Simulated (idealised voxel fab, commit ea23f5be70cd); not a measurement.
process module | voxel wiring stack
cross-section cut | 230 nm wide | cells 5 nm
A cross-section is a grid of square cells, given in bands from the top down. A band is one or more rows of cells.
Each band's line starts with the height of the band's top and of its bottom, in nm. Then come its materials from left to right, each with its width in nm. One material with "throughout" fills the band from edge to edge. "air" is empty space.
Height 0 is the level under which the wafer as received is all one material. The lowest band goes on downwards, as in "0 down".
A width such as "30 to 40" changes by the same amount from each row of cells to the next, from the band's top row to its bottom row.
"no change" after a step means that no cell of the cross-section changed.
closed voids: empty space of 8 cells or more with no open way to the top, each as width x height at its distance from the left edge, in nm
after a step's settings: what the simulator itself notes on the step
overlay nm, on a step with a mask: how far to the right of its planned place the mask lay; to the left if negative
plan
1 op RECEIVE | material Si
2 op CONFORMAL_DEP | material SiO2 | thk nm 10
3 op DIRECTIONAL_DEP | material TiN | thk nm 5
4 op DIRECTIONAL_DEP | material W | thk nm 20
5 op PATTERN | tone cover | mask id METAL_1 | material resist | width nm 25 | pitch nm 40 | thk nm 20 | overlay nm 0
6 op DIRECTIONAL_ETCH | etch materials W | depth nm 20
7 op DIRECTIONAL_ETCH | etch materials TiN | depth nm 5
8 op STRIP | etch materials resist
9 op CONFORMAL_DEP | material SiN | thk nm 5
10 op FILL_DEP | material SiO2 | thk nm 10
11 op CMP | height nm 35
12 op CONFORMAL_DEP | material SiCN | thk nm 5
13 op DIRECTIONAL_DEP | material lowk | thk nm 15
14 op MASKED_ETCH | tone open | mask id PLUG_1 | width nm 15 | pitch nm 80 | etch materials lowk | depth nm 15 | overlay nm 0
15 op MASKED_ETCH | tone open | mask id PLUG_1 | width nm 15 | pitch nm 80 | etch materials SiCN | depth nm 5 | overlay nm 0
16 op EPI | material Ru | thk nm 10
17 op EPI | material Ru | thk nm 10
18 op DIRECTIONAL_DEP | material TiN | thk nm 5
19 op DIRECTIONAL_DEP | material Ru | thk nm 15
20 op DIRECTIONAL_DEP | material aC | thk nm 10
21 op PATTERN | tone cover | mask id METAL_2 | material resist | width nm 25 | pitch nm 40 | thk nm 30 | overlay nm 0
22 op DIRECTIONAL_ETCH | etch materials aC | depth nm 10
23 op STRIP | etch materials resist
24 op DIRECTIONAL_ETCH | etch materials Ru | depth nm 15
25 op DIRECTIONAL_ETCH | etch materials TiN | depth nm 5
26 op STRIP | etch materials aC
27 op CONFORMAL_DEP | material SiCN | thk nm 5
28 op FILL_DEP | material lowk | thk nm 5
29 op CMP | height nm 75
30 op CONFORMAL_DEP | material SiCN | thk nm 5
31 op DIRECTIONAL_DEP | material SiO2 | thk nm 35
32 op MASKED_ETCH | tone open | mask id METAL_3_HOLES | width nm 15 | pitch nm 40 | etch materials SiO2 | depth nm 35 | overlay nm 0
33 op DIRECTIONAL_DEP | material aC | thk nm 15
34 op PATTERN | tone open | mask id METAL_3 | material resist | width nm 25 | pitch nm 40 | thk nm 30 | overlay nm 0
35 op DIRECTIONAL_ETCH | etch materials aC | depth nm 15
36 op STRIP | etch materials resist
37 op DIRECTIONAL_ETCH | etch materials SiO2 | depth nm 20
38 op DIRECTIONAL_ETCH | etch materials SiCN | depth nm 5
39 op STRIP | etch materials aC
40 op CONFORMAL_DEP | material TiN | thk nm 5
41 op FILL_DEP | material Cu | thk nm 10
42 op CMP | height nm 115
43 op CONFORMAL_DEP | material SiCN | thk nm 5
44 op DIRECTIONAL_DEP | material lowk | thk nm 25
45 op DIRECTIONAL_DEP | material aC | thk nm 15
46 op PATTERN | tone open | mask id METAL_4_HOLES | material resist | width nm 15 | pitch nm 40 | thk nm 35 | overlay nm 0
47 op DIRECTIONAL_ETCH | etch materials aC | depth nm 15
48 op STRIP | etch materials resist
49 op DIRECTIONAL_ETCH | etch materials lowk | depth nm 25
50 op STRIP | etch materials aC
51 op MASKED_ETCH | tone open | mask id METAL_4 | width nm 25 | pitch nm 40 | etch materials lowk | depth nm 15 | overlay nm 0
52 op MASKED_ETCH | tone open | mask id METAL_4 | width nm 25 | pitch nm 40 | etch materials SiCN | depth nm 5 | overlay nm 0
53 op CONFORMAL_DEP | material TiN | thk nm 5
54 op FILL_DEP | material Ru | thk nm 10
55 op CMP | height nm 145
56 op CONFORMAL_DEP | material SiCN | thk nm 5
first wafer, as planned
as received, after step 1
  0 down: Si throughout
  closed voids: none
after step 2
  10 to 0: SiO2 throughout
  below 0: unchanged
after step 3
  15 to 10: TiN throughout
  below 10: unchanged
after step 4
  35 to 15: W throughout
  below 15: unchanged
after step 5
  55 to 35: air 60 | resist 25 | air 15 | resist 25 | air 15 | resist 25 | air 65
  below 35: unchanged
after step 6
  55 to 35: air 60 | resist 25 | air 15 | resist 25 | air 15 | resist 25 | air 65
  35 to 15: air 60 | W 25 | air 15 | W 25 | air 15 | W 25 | air 65
  below 15: unchanged
after step 7
  55 to 35: air 60 | resist 25 | air 15 | resist 25 | air 15 | resist 25 | air 65
  35 to 15: air 60 | W 25 | air 15 | W 25 | air 15 | W 25 | air 65
  15 to 10: air 60 | TiN 25 | air 15 | TiN 25 | air 15 | TiN 25 | air 65
  below 10: unchanged
after step 8
  35 to 15: air 60 | W 25 | air 15 | W 25 | air 15 | W 25 | air 65
  below 15: unchanged
after step 9
  40 to 35: air 55 | SiN 35 | air 5 | SiN 35 | air 5 | SiN 35 | air 60
  35 to 15: air 55 | SiN 5 | W 25 | SiN 5 | air 5 | SiN 5 | W 25 | SiN 5 | air 5 | SiN 5 | W 25 | SiN 5 | air 60
  15 to 10: SiN 60 | TiN 25 | SiN 15 | TiN 25 | SiN 15 | TiN 25 | SiN 65
  below 10: unchanged
after step 10
  50 to 40: SiO2 throughout
  40 to 35: SiO2 55 | SiN 35 | SiO2 5 | SiN 35 | SiO2 5 | SiN 35 | SiO2 60
  35 to 15: SiO2 55 | SiN 5 | W 25 | SiN 5 | SiO2 5 | SiN 5 | W 25 | SiN 5 | SiO2 5 | SiN 5 | W 25 | SiN 5 | SiO2 60
  below 15: unchanged
after step 11
  35 to 15: SiO2 55 | SiN 5 | W 25 | SiN 5 | SiO2 5 | SiN 5 | W 25 | SiN 5 | SiO2 5 | SiN 5 | W 25 | SiN 5 | SiO2 60
  below 15: unchanged
after step 12
  40 to 35: SiCN throughout
  below 35: unchanged
after step 13
  55 to 40: lowk throughout
  below 40: unchanged
after step 14
  55 to 40: lowk 60 | air 15 | lowk 65 | air 15 | lowk 75
  below 40: unchanged
after step 15
  55 to 40: lowk 60 | air 15 | lowk 65 | air 15 | lowk 75
  40 to 35: SiCN 60 | air 15 | SiCN 65 | air 15 | SiCN 75
  below 35: unchanged
after step 16
  55 to 45: lowk 60 | air 15 | lowk 65 | air 15 | lowk 75
  45 to 40: lowk 60 | Ru 15 | lowk 65 | Ru 15 | lowk 75
  40 to 35: SiCN 60 | Ru 15 | SiCN 65 | Ru 15 | SiCN 75
  below 35: unchanged
after step 17
  55 to 40: lowk 60 | Ru 15 | lowk 65 | Ru 15 | lowk 75
  below 40: unchanged
after step 18
  60 to 55: TiN throughout
  below 55: unchanged
after step 19
  75 to 60: Ru throughout
  below 60: unchanged
after step 20
  85 to 75: aC throughout
  below 75: unchanged
after step 21
  115 to 85: air 60 | resist 25 | air 15 | resist 25 | air 15 | resist 25 | air 65
  below 85: unchanged
after step 22
  105 to 85: air 60 | resist 25 | air 15 | resist 25 | air 15 | resist 25 | air 65
  85 to 75: air 60 | aC 25 | air 15 | aC 25 | air 15 | aC 25 | air 65
  below 75: unchanged
after step 23
  85 to 75: air 60 | aC 25 | air 15 | aC 25 | air 15 | aC 25 | air 65
  below 75: unchanged
after step 24
  85 to 75: air 60 | aC 25 | air 15 | aC 25 | air 15 | aC 25 | air 65
  75 to 60: air 60 | Ru 25 | air 15 | Ru 25 | air 15 | Ru 25 | air 65
  below 60: unchanged
after step 25
  85 to 75: air 60 | aC 25 | air 15 | aC 25 | air 15 | aC 25 | air 65
  75 to 60: air 60 | Ru 25 | air 15 | Ru 25 | air 15 | Ru 25 | air 65
  60 to 55: air 60 | TiN 25 | air 15 | TiN 25 | air 15 | TiN 25 | air 65
  below 55: unchanged
after step 26
  75 to 60: air 60 | Ru 25 | air 15 | Ru 25 | air 15 | Ru 25 | air 65
  below 60: unchanged
after step 27
  80 to 75: air 55 | SiCN 35 | air 5 | SiCN 35 | air 5 | SiCN 35 | air 60
  75 to 60: air 55 | SiCN 5 | Ru 25 | SiCN 5 | air 5 | SiCN 5 | Ru 25 | SiCN 5 | air 5 | SiCN 5 | Ru 25 | SiCN 5 | air 60
  60 to 55: SiCN 60 | TiN 25 | SiCN 15 | TiN 25 | SiCN 15 | TiN 25 | SiCN 65
  below 55: unchanged
after step 28
  85 to 80: lowk throughout
  80 to 75: lowk 55 | SiCN 35 | lowk 5 | SiCN 35 | lowk 5 | SiCN 35 | lowk 60
  75 to 60: lowk 55 | SiCN 5 | Ru 25 | SiCN 5 | lowk 5 | SiCN 5 | Ru 25 | SiCN 5 | lowk 5 | SiCN 5 | Ru 25 | SiCN 5 | lowk 60
  below 60: unchanged
after step 29
  75 to 60: lowk 55 | SiCN 5 | Ru 25 | SiCN 5 | lowk 5 | SiCN 5 | Ru 25 | SiCN 5 | lowk 5 | SiCN 5 | Ru 25 | SiCN 5 | lowk 60
  below 60: unchanged
after step 30
  80 to 75: SiCN throughout
  below 75: unchanged
after step 31
  115 to 80: SiO2 throughout
  below 80: unchanged
after step 32
  115 to 80: SiO2 60 | air 15 | SiO2 25 | air 15 | SiO2 25 | air 15 | SiO2 75
  below 80: unchanged
after step 33
  130 to 115: aC 60 | air 15 | aC 25 | air 15 | aC 25 | air 15 | aC 75
  115 to 95: SiO2 60 | air 15 | SiO2 25 | air 15 | SiO2 25 | air 15 | SiO2 75
  95 to 80: SiO2 60 | aC 15 | SiO2 25 | aC 15 | SiO2 25 | aC 15 | SiO2 75
  below 80: unchanged
after step 34
  160 to 130: resist 60 | air 25 | resist 15 | air 25 | resist 15 | air 25 | resist 65
  below 130: unchanged
after step 35
  145 to 130: resist 60 | air 25 | resist 15 | air 25 | resist 15 | air 25 | resist 65
  130 to 115: aC 60 | air 25 | aC 15 | air 25 | aC 15 | air 25 | aC 65
  115 to 80: SiO2 60 | air 15 | SiO2 25 | air 15 | SiO2 25 | air 15 | SiO2 75
  below 80: unchanged
after step 36
  130 to 115: aC 60 | air 25 | aC 15 | air 25 | aC 15 | air 25 | aC 65
  below 115: unchanged
after step 37
  130 to 115: aC 60 | air 25 | aC 15 | air 25 | aC 15 | air 25 | aC 65
  115 to 95: SiO2 60 | air 25 | SiO2 15 | air 25 | SiO2 15 | air 25 | SiO2 65
  below 95: unchanged
after step 38
  130 to 115: aC 60 | air 25 | aC 15 | air 25 | aC 15 | air 25 | aC 65
  115 to 95: SiO2 60 | air 25 | SiO2 15 | air 25 | SiO2 15 | air 25 | SiO2 65
  95 to 80: SiO2 60 | air 15 | SiO2 25 | air 15 | SiO2 25 | air 15 | SiO2 75
  80 to 75: SiCN 60 | air 15 | SiCN 25 | air 15 | SiCN 25 | air 15 | SiCN 75
  below 75: unchanged
after step 39
  115 to 95: SiO2 60 | air 25 | SiO2 15 | air 25 | SiO2 15 | air 25 | SiO2 65
  below 95: unchanged
after step 40
  120 to 115: TiN 65 | air 15 | TiN 25 | air 15 | TiN 25 | air 15 | TiN 70
  115 to 100: SiO2 60 | TiN 5 | air 15 | TiN 5 | SiO2 15 | TiN 5 | air 15 | TiN 5 | SiO2 15 | TiN 5 | air 15 | TiN 5 | SiO2 65
  100 to 95: SiO2 60 | TiN 5 | air 5 | TiN 15 | SiO2 15 | TiN 5 | air 5 | TiN 15 | SiO2 15 | TiN 5 | air 5 | TiN 15 | SiO2 65
  95 to 80: SiO2 60 | TiN 5 | air 5 | TiN 5 | SiO2 25 | TiN 5 | air 5 | TiN 5 | SiO2 25 | TiN 5 | air 5 | TiN 5 | SiO2 75
  80 to 75: SiCN 60 | TiN 15 | SiCN 25 | TiN 15 | SiCN 25 | TiN 15 | SiCN 75
  below 75: unchanged
after step 41
  130 to 120: Cu throughout
  120 to 115: TiN 65 | Cu 15 | TiN 25 | Cu 15 | TiN 25 | Cu 15 | TiN 70
  115 to 100: SiO2 60 | TiN 5 | Cu 15 | TiN 5 | SiO2 15 | TiN 5 | Cu 15 | TiN 5 | SiO2 15 | TiN 5 | Cu 15 | TiN 5 | SiO2 65
  100 to 95: SiO2 60 | TiN 5 | Cu 5 | TiN 15 | SiO2 15 | TiN 5 | Cu 5 | TiN 15 | SiO2 15 | TiN 5 | Cu 5 | TiN 15 | SiO2 65
  95 to 80: SiO2 60 | TiN 5 | Cu 5 | TiN 5 | SiO2 25 | TiN 5 | Cu 5 | TiN 5 | SiO2 25 | TiN 5 | Cu 5 | TiN 5 | SiO2 75
  below 80: unchanged
after step 42
  115 to 100: SiO2 60 | TiN 5 | Cu 15 | TiN 5 | SiO2 15 | TiN 5 | Cu 15 | TiN 5 | SiO2 15 | TiN 5 | Cu 15 | TiN 5 | SiO2 65
  below 100: unchanged
after step 43
  120 to 115: SiCN throughout
  below 115: unchanged
after step 44
  145 to 120: lowk throughout
  below 120: unchanged
after step 45
  160 to 145: aC throughout
  below 145: unchanged
after step 46
  195 to 160: resist 60 | air 15 | resist 25 | air 15 | resist 25 | air 15 | resist 75
  below 160: unchanged
after step 47
  180 to 160: resist 60 | air 15 | resist 25 | air 15 | resist 25 | air 15 | resist 75
  160 to 145: aC 60 | air 15 | aC 25 | air 15 | aC 25 | air 15 | aC 75
  below 145: unchanged
after step 48
  160 to 145: aC 60 | air 15 | aC 25 | air 15 | aC 25 | air 15 | aC 75
  below 145: unchanged
after step 49
  160 to 145: aC 60 | air 15 | aC 25 | air 15 | aC 25 | air 15 | aC 75
  145 to 120: lowk 60 | air 15 | lowk 25 | air 15 | lowk 25 | air 15 | lowk 75
  below 120: unchanged
after step 50
  145 to 120: lowk 60 | air 15 | lowk 25 | air 15 | lowk 25 | air 15 | lowk 75
  below 120: unchanged
after step 51
  145 to 130: lowk 60 | air 25 | lowk 15 | air 25 | lowk 15 | air 25 | lowk 65
  below 130: unchanged
after step 52
  145 to 130: lowk 60 | air 25 | lowk 15 | air 25 | lowk 15 | air 25 | lowk 65
  130 to 120: lowk 60 | air 15 | lowk 25 | air 15 | lowk 25 | air 15 | lowk 75
  120 to 115: SiCN 60 | air 15 | SiCN 25 | air 15 | SiCN 25 | air 15 | SiCN 75
  below 115: unchanged
after step 53
  150 to 145: TiN 65 | air 15 | TiN 25 | air 15 | TiN 25 | air 15 | TiN 70
  145 to 135: lowk 60 | TiN 5 | air 15 | TiN 5 | lowk 15 | TiN 5 | air 15 | TiN 5 | lowk 15 | TiN 5 | air 15 | TiN 5 | lowk 65
  135 to 130: lowk 60 | TiN 5 | air 5 | TiN 15 | lowk 15 | TiN 5 | air 5 | TiN 15 | lowk 15 | TiN 5 | air 5 | TiN 15 | lowk 65
  130 to 120: lowk 60 | TiN 5 | air 5 | TiN 5 | lowk 25 | TiN 5 | air 5 | TiN 5 | lowk 25 | TiN 5 | air 5 | TiN 5 | lowk 75
  120 to 115: SiCN 60 | TiN 15 | SiCN 25 | TiN 15 | SiCN 25 | TiN 15 | SiCN 75
  below 115: unchanged
after step 54
  160 to 150: Ru throughout
  150 to 145: TiN 65 | Ru 15 | TiN 25 | Ru 15 | TiN 25 | Ru 15 | TiN 70
  145 to 135: lowk 60 | TiN 5 | Ru 15 | TiN 5 | lowk 15 | TiN 5 | Ru 15 | TiN 5 | lowk 15 | TiN 5 | Ru 15 | TiN 5 | lowk 65
  135 to 130: lowk 60 | TiN 5 | Ru 5 | TiN 15 | lowk 15 | TiN 5 | Ru 5 | TiN 15 | lowk 15 | TiN 5 | Ru 5 | TiN 15 | lowk 65
  130 to 120: lowk 60 | TiN 5 | Ru 5 | TiN 5 | lowk 25 | TiN 5 | Ru 5 | TiN 5 | lowk 25 | TiN 5 | Ru 5 | TiN 5 | lowk 75
  below 120: unchanged
after step 55
  145 to 135: lowk 60 | TiN 5 | Ru 15 | TiN 5 | lowk 15 | TiN 5 | Ru 15 | TiN 5 | lowk 15 | TiN 5 | Ru 15 | TiN 5 | lowk 65
  below 135: unchanged
after step 56
  150 to 145: SiCN throughout
  below 145: unchanged
second wafer: like start, like plan, one mistake. Through step 1 it matches the first wafer
when step 2 should have ended
  5 to 0: TiN throughout
  below 0: unchanged
when step 3 should have ended
  15 to 5: SiO2 throughout
  below 5: unchanged
when step 4 should have ended
  35 to 15: W throughout
  below 15: unchanged
when step 5 should have ended
  55 to 35: air 60 | resist 25 | air 15 | resist 25 | air 15 | resist 25 | air 65
  below 35: unchanged
when step 6 should have ended
  55 to 35: air 60 | resist 25 | air 15 | resist 25 | air 15 | resist 25 | air 65
  35 to 15: air 60 | W 25 | air 15 | W 25 | air 15 | W 25 | air 65
  below 15: unchanged
when step 7 should have ended: no change
when step 8 should have ended
  35 to 15: air 60 | W 25 | air 15 | W 25 | air 15 | W 25 | air 65
  below 15: unchanged
when step 9 should have ended
  40 to 35: air 55 | SiN 35 | air 5 | SiN 35 | air 5 | SiN 35 | air 60
  35 to 20: air 55 | SiN 5 | W 25 | SiN 5 | air 5 | SiN 5 | W 25 | SiN 5 | air 5 | SiN 5 | W 25 | SiN 5 | air 60
  20 to 15: SiN 60 | W 25 | SiN 15 | W 25 | SiN 15 | W 25 | SiN 65
  below 15: unchanged
when step 10 should have ended
  50 to 40: SiO2 throughout
  40 to 35: SiO2 55 | SiN 35 | SiO2 5 | SiN 35 | SiO2 5 | SiN 35 | SiO2 60
  35 to 20: SiO2 55 | SiN 5 | W 25 | SiN 5 | SiO2 5 | SiN 5 | W 25 | SiN 5 | SiO2 5 | SiN 5 | W 25 | SiN 5 | SiO2 60
  below 20: unchanged
when step 11 should have ended
  35 to 20: SiO2 55 | SiN 5 | W 25 | SiN 5 | SiO2 5 | SiN 5 | W 25 | SiN 5 | SiO2 5 | SiN 5 | W 25 | SiN 5 | SiO2 60
  below 20: unchanged
when step 12 should have ended
  40 to 35: SiCN throughout
  below 35: unchanged
when step 13 should have ended
  55 to 40: lowk throughout
  below 40: unchanged
when step 14 should have ended
  55 to 40: lowk 60 | air 15 | lowk 65 | air 15 | lowk 75
  below 40: unchanged
when step 15 should have ended
  55 to 40: lowk 60 | air 15 | lowk 65 | air 15 | lowk 75
  40 to 35: SiCN 60 | air 15 | SiCN 65 | air 15 | SiCN 75
  below 35: unchanged
when step 16 should have ended
  55 to 45: lowk 60 | air 15 | lowk 65 | air 15 | lowk 75
  45 to 40: lowk 60 | Ru 15 | lowk 65 | Ru 15 | lowk 75
  40 to 35: SiCN 60 | Ru 15 | SiCN 65 | Ru 15 | SiCN 75
  below 35: unchanged
when step 17 should have ended
  55 to 40: lowk 60 | Ru 15 | lowk 65 | Ru 15 | lowk 75
  below 40: unchanged
when step 18 should have ended
  60 to 55: TiN throughout
  below 55: unchanged
when step 19 should have ended
  75 to 60: Ru throughout
  below 60: unchanged
when step 20 should have ended
  85 to 75: aC throughout
  below 75: unchanged
when step 21 should have ended
  115 to 85: air 60 | resist 25 | air 15 | resist 25 | air 15 | resist 25 | air 65
  below 85: unchanged
when step 22 should have ended
  105 to 85: air 60 | resist 25 | air 15 | resist 25 | air 15 | resist 25 | air 65
  85 to 75: air 60 | aC 25 | air 15 | aC 25 | air 15 | aC 25 | air 65
  below 75: unchanged
when step 23 should have ended
  85 to 75: air 60 | aC 25 | air 15 | aC 25 | air 15 | aC 25 | air 65
  below 75: unchanged
when step 24 should have ended
  85 to 75: air 60 | aC 25 | air 15 | aC 25 | air 15 | aC 25 | air 65
  75 to 60: air 60 | Ru 25 | air 15 | Ru 25 | air 15 | Ru 25 | air 65
  below 60: unchanged
when step 25 should have ended
  85 to 75: air 60 | aC 25 | air 15 | aC 25 | air 15 | aC 25 | air 65
  75 to 60: air 60 | Ru 25 | air 15 | Ru 25 | air 15 | Ru 25 | air 65
  60 to 55: air 60 | TiN 25 | air 15 | TiN 25 | air 15 | TiN 25 | air 65
  below 55: unchanged
when step 26 should have ended
  75 to 60: air 60 | Ru 25 | air 15 | Ru 25 | air 15 | Ru 25 | air 65
  below 60: unchanged
when step 27 should have ended
  80 to 75: air 55 | SiCN 35 | air 5 | SiCN 35 | air 5 | SiCN 35 | air 60
  75 to 60: air 55 | SiCN 5 | Ru 25 | SiCN 5 | air 5 | SiCN 5 | Ru 25 | SiCN 5 | air 5 | SiCN 5 | Ru 25 | SiCN 5 | air 60
  60 to 55: SiCN 60 | TiN 25 | SiCN 15 | TiN 25 | SiCN 15 | TiN 25 | SiCN 65
  below 55: unchanged
when step 28 should have ended
  85 to 80: lowk throughout
  80 to 75: lowk 55 | SiCN 35 | lowk 5 | SiCN 35 | lowk 5 | SiCN 35 | lowk 60
  75 to 60: lowk 55 | SiCN 5 | Ru 25 | SiCN 5 | lowk 5 | SiCN 5 | Ru 25 | SiCN 5 | lowk 5 | SiCN 5 | Ru 25 | SiCN 5 | lowk 60
  below 60: unchanged
when step 29 should have ended
  75 to 60: lowk 55 | SiCN 5 | Ru 25 | SiCN 5 | lowk 5 | SiCN 5 | Ru 25 | SiCN 5 | lowk 5 | SiCN 5 | Ru 25 | SiCN 5 | lowk 60
  below 60: unchanged
when step 30 should have ended
  80 to 75: SiCN throughout
  below 75: unchanged
when step 31 should have ended
  115 to 80: SiO2 throughout
  below 80: unchanged
when step 32 should have ended
  115 to 80: SiO2 60 | air 15 | SiO2 25 | air 15 | SiO2 25 | air 15 | SiO2 75
  below 80: unchanged
when step 33 should have ended
  130 to 115: aC 60 | air 15 | aC 25 | air 15 | aC 25 | air 15 | aC 75
  115 to 95: SiO2 60 | air 15 | SiO2 25 | air 15 | SiO2 25 | air 15 | SiO2 75
  95 to 80: SiO2 60 | aC 15 | SiO2 25 | aC 15 | SiO2 25 | aC 15 | SiO2 75
  below 80: unchanged
when step 34 should have ended
  160 to 130: resist 60 | air 25 | resist 15 | air 25 | resist 15 | air 25 | resist 65
  below 130: unchanged
when step 35 should have ended
  145 to 130: resist 60 | air 25 | resist 15 | air 25 | resist 15 | air 25 | resist 65
  130 to 115: aC 60 | air 25 | aC 15 | air 25 | aC 15 | air 25 | aC 65
  115 to 80: SiO2 60 | air 15 | SiO2 25 | air 15 | SiO2 25 | air 15 | SiO2 75
  below 80: unchanged
when step 36 should have ended
  130 to 115: aC 60 | air 25 | aC 15 | air 25 | aC 15 | air 25 | aC 65
  below 115: unchanged
when step 37 should have ended
  130 to 115: aC 60 | air 25 | aC 15 | air 25 | aC 15 | air 25 | aC 65
  115 to 95: SiO2 60 | air 25 | SiO2 15 | air 25 | SiO2 15 | air 25 | SiO2 65
  below 95: unchanged
when step 38 should have ended
  130 to 115: aC 60 | air 25 | aC 15 | air 25 | aC 15 | air 25 | aC 65
  115 to 95: SiO2 60 | air 25 | SiO2 15 | air 25 | SiO2 15 | air 25 | SiO2 65
  95 to 80: SiO2 60 | air 15 | SiO2 25 | air 15 | SiO2 25 | air 15 | SiO2 75
  80 to 75: SiCN 60 | air 15 | SiCN 25 | air 15 | SiCN 25 | air 15 | SiCN 75
  below 75: unchanged
when step 39 should have ended
  115 to 95: SiO2 60 | air 25 | SiO2 15 | air 25 | SiO2 15 | air 25 | SiO2 65
  below 95: unchanged
when step 40 should have ended
  120 to 115: TiN 65 | air 15 | TiN 25 | air 15 | TiN 25 | air 15 | TiN 70
  115 to 100: SiO2 60 | TiN 5 | air 15 | TiN 5 | SiO2 15 | TiN 5 | air 15 | TiN 5 | SiO2 15 | TiN 5 | air 15 | TiN 5 | SiO2 65
  100 to 95: SiO2 60 | TiN 5 | air 5 | TiN 15 | SiO2 15 | TiN 5 | air 5 | TiN 15 | SiO2 15 | TiN 5 | air 5 | TiN 15 | SiO2 65
  95 to 80: SiO2 60 | TiN 5 | air 5 | TiN 5 | SiO2 25 | TiN 5 | air 5 | TiN 5 | SiO2 25 | TiN 5 | air 5 | TiN 5 | SiO2 75
  80 to 75: SiCN 60 | TiN 15 | SiCN 25 | TiN 15 | SiCN 25 | TiN 15 | SiCN 75
  below 75: unchanged
when step 41 should have ended
  130 to 120: Cu throughout
  120 to 115: TiN 65 | Cu 15 | TiN 25 | Cu 15 | TiN 25 | Cu 15 | TiN 70
  115 to 100: SiO2 60 | TiN 5 | Cu 15 | TiN 5 | SiO2 15 | TiN 5 | Cu 15 | TiN 5 | SiO2 15 | TiN 5 | Cu 15 | TiN 5 | SiO2 65
  100 to 95: SiO2 60 | TiN 5 | Cu 5 | TiN 15 | SiO2 15 | TiN 5 | Cu 5 | TiN 15 | SiO2 15 | TiN 5 | Cu 5 | TiN 15 | SiO2 65
  95 to 80: SiO2 60 | TiN 5 | Cu 5 | TiN 5 | SiO2 25 | TiN 5 | Cu 5 | TiN 5 | SiO2 25 | TiN 5 | Cu 5 | TiN 5 | SiO2 75
  below 80: unchanged
when step 42 should have ended
  115 to 100: SiO2 60 | TiN 5 | Cu 15 | TiN 5 | SiO2 15 | TiN 5 | Cu 15 | TiN 5 | SiO2 15 | TiN 5 | Cu 15 | TiN 5 | SiO2 65
  below 100: unchanged
when step 43 should have ended
  120 to 115: SiCN throughout
  below 115: unchanged
when step 44 should have ended
  145 to 120: lowk throughout
  below 120: unchanged
when step 45 should have ended
  160 to 145: aC throughout
  below 145: unchanged
when step 46 should have ended
  195 to 160: resist 60 | air 15 | resist 25 | air 15 | resist 25 | air 15 | resist 75
  below 160: unchanged
when step 47 should have ended
  180 to 160: resist 60 | air 15 | resist 25 | air 15 | resist 25 | air 15 | resist 75
  160 to 145: aC 60 | air 15 | aC 25 | air 15 | aC 25 | air 15 | aC 75
  below 145: unchanged
when step 48 should have ended
  160 to 145: aC 60 | air 15 | aC 25 | air 15 | aC 25 | air 15 | aC 75
  below 145: unchanged
when step 49 should have ended
  160 to 145: aC 60 | air 15 | aC 25 | air 15 | aC 25 | air 15 | aC 75
  145 to 120: lowk 60 | air 15 | lowk 25 | air 15 | lowk 25 | air 15 | lowk 75
  below 120: unchanged
when step 50 should have ended
  145 to 120: lowk 60 | air 15 | lowk 25 | air 15 | lowk 25 | air 15 | lowk 75
  below 120: unchanged
when step 51 should have ended
  145 to 130: lowk 60 | air 25 | lowk 15 | air 25 | lowk 15 | air 25 | lowk 65
  below 130: unchanged
when step 52 should have ended
  145 to 130: lowk 60 | air 25 | lowk 15 | air 25 | lowk 15 | air 25 | lowk 65
  130 to 120: lowk 60 | air 15 | lowk 25 | air 15 | lowk 25 | air 15 | lowk 75
  120 to 115: SiCN 60 | air 15 | SiCN 25 | air 15 | SiCN 25 | air 15 | SiCN 75
  below 115: unchanged
when step 53 should have ended
  150 to 145: TiN 65 | air 15 | TiN 25 | air 15 | TiN 25 | air 15 | TiN 70
  145 to 135: lowk 60 | TiN 5 | air 15 | TiN 5 | lowk 15 | TiN 5 | air 15 | TiN 5 | lowk 15 | TiN 5 | air 15 | TiN 5 | lowk 65
  135 to 130: lowk 60 | TiN 5 | air 5 | TiN 15 | lowk 15 | TiN 5 | air 5 | TiN 15 | lowk 15 | TiN 5 | air 5 | TiN 15 | lowk 65
  130 to 120: lowk 60 | TiN 5 | air 5 | TiN 5 | lowk 25 | TiN 5 | air 5 | TiN 5 | lowk 25 | TiN 5 | air 5 | TiN 5 | lowk 75
  120 to 115: SiCN 60 | TiN 15 | SiCN 25 | TiN 15 | SiCN 25 | TiN 15 | SiCN 75
  below 115: unchanged
when step 54 should have ended
  160 to 150: Ru throughout
  150 to 145: TiN 65 | Ru 15 | TiN 25 | Ru 15 | TiN 25 | Ru 15 | TiN 70
  145 to 135: lowk 60 | TiN 5 | Ru 15 | TiN 5 | lowk 15 | TiN 5 | Ru 15 | TiN 5 | lowk 15 | TiN 5 | Ru 15 | TiN 5 | lowk 65
  135 to 130: lowk 60 | TiN 5 | Ru 5 | TiN 15 | lowk 15 | TiN 5 | Ru 5 | TiN 15 | lowk 15 | TiN 5 | Ru 5 | TiN 15 | lowk 65
  130 to 120: lowk 60 | TiN 5 | Ru 5 | TiN 5 | lowk 25 | TiN 5 | Ru 5 | TiN 5 | lowk 25 | TiN 5 | Ru 5 | TiN 5 | lowk 75
  below 120: unchanged
when step 55 should have ended
  145 to 135: lowk 60 | TiN 5 | Ru 15 | TiN 5 | lowk 15 | TiN 5 | Ru 15 | TiN 5 | lowk 15 | TiN 5 | Ru 15 | TiN 5 | lowk 65
  below 135: unchanged
when step 56 should have ended
  150 to 145: SiCN throughout
  below 145: unchanged
what went wrong: steps 2 and 3 were swapped
at the end the second wafer has, in cells: 6 fewer of SiN | 25 fewer of SiO2 | 31 more of TiN
